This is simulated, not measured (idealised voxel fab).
The name of this process module is voxel plated lines.
For reference, the cross-section in this document is cut, with width 165 nm and square cells of 5 nm.
A cross-section is written here as square cells arranged in a grid, and it is given in bands from the top down, each band taking up one or more rows of cells.
Look at the band entry: it leads with the top's height and the bottom's height in nm. Then it lists the materials left to right, with a width in nm for each. The word "edge to edge" on a single material says that material fills the band edge to edge. The word "blank" is empty space.
Height datum 0, below which the as-received substrate wafer is one material. Lowest band open at the bottom, running downward: "0 down".
With a width like "30..40", each row of cells in the band differs from the next by the same amount, the top row carrying the first number and the bottom row the second.
"nothing different" for a step: no cell of the cross-section changed in that step.
The entry titled "Sealed cavities" provides the empty spaces that have no open way to the top, restricted to those of 8 cells or more. Each is presented as width x height at distance, the distance being measured from the left edge, with all three in nm.
On each step's line, the part that comes after the settings is the simulator's own comment on the step.
For masked steps, "overlay nm" on the step line gives how far right of plan the mask actually lay; a minus sign means it lay to the left.
-- These are the steps we planned for the process
| 1 | RECEIVE: material Si |
| 2 | CONFORMAL_DEP: material Al2O3, thk nm 10 |
| 3 | DIRECTIONAL_DEP: material TiN, thk nm 5 |
| 4 | PATTERN: tone open, mask id LINES, material resist, width nm 15, pitch nm 40, thk nm 35, overlay nm -15 |
| 5 | EPI: material Ru, thk nm 5 |
| 6 | EPI: material Ru, thk nm 10 |
| 7 | EPI: material Ru, thk nm 10 |
| 8 | STRIP: etch materials resist |
| 9 | DIRECTIONAL_ETCH: etch materials TiN, depth nm 5 |
| 10 | CONFORMAL_DEP: material SiO2, thk nm 10 |
Keep in mind the plan's value for the overlay nm of step 4 comes from the first wafer; the wafers don't share that setting, but they do share the same starting point.
-- As-received cross-section, first of several wafers, post step 1
	0 down | Si edge to edge
	Sealed cavities: none
-- The rows of the table below are wafers. Looking at the end of the module, a row counts, for every material, the cells the wafer has gained, shown as (+), or lost, shown as (-), since it was received; its closed voids come next
overlay nm -15 | +66 Al2O3 | +45 Ru | +138 SiO2 | +9 TiN | Sealed cavities: none
overlay nm -10 | +66 Al2O3 | +45 Ru | +138 SiO2 | +9 TiN | Sealed cavities: none
overlay nm -5 | +66 Al2O3 | +45 Ru | +138 SiO2 | +9 TiN | Sealed cavities: none
overlay nm 0 | +66 Al2O3 | +45 Ru | +138 SiO2 | +9 TiN | Sealed cavities: none
overlay nm 5 | +66 Al2O3 | +45 Ru | +138 SiO2 | +9 TiN | Sealed cavities: none
overlay nm 10 | +66 Al2O3 | +45 Ru | +138 SiO2 | +9 TiN | Sealed cavities: none
overlay nm 15 | +66 Al2O3 | +45 Ru | +138 SiO2 | +9 TiN | Sealed cavities: none
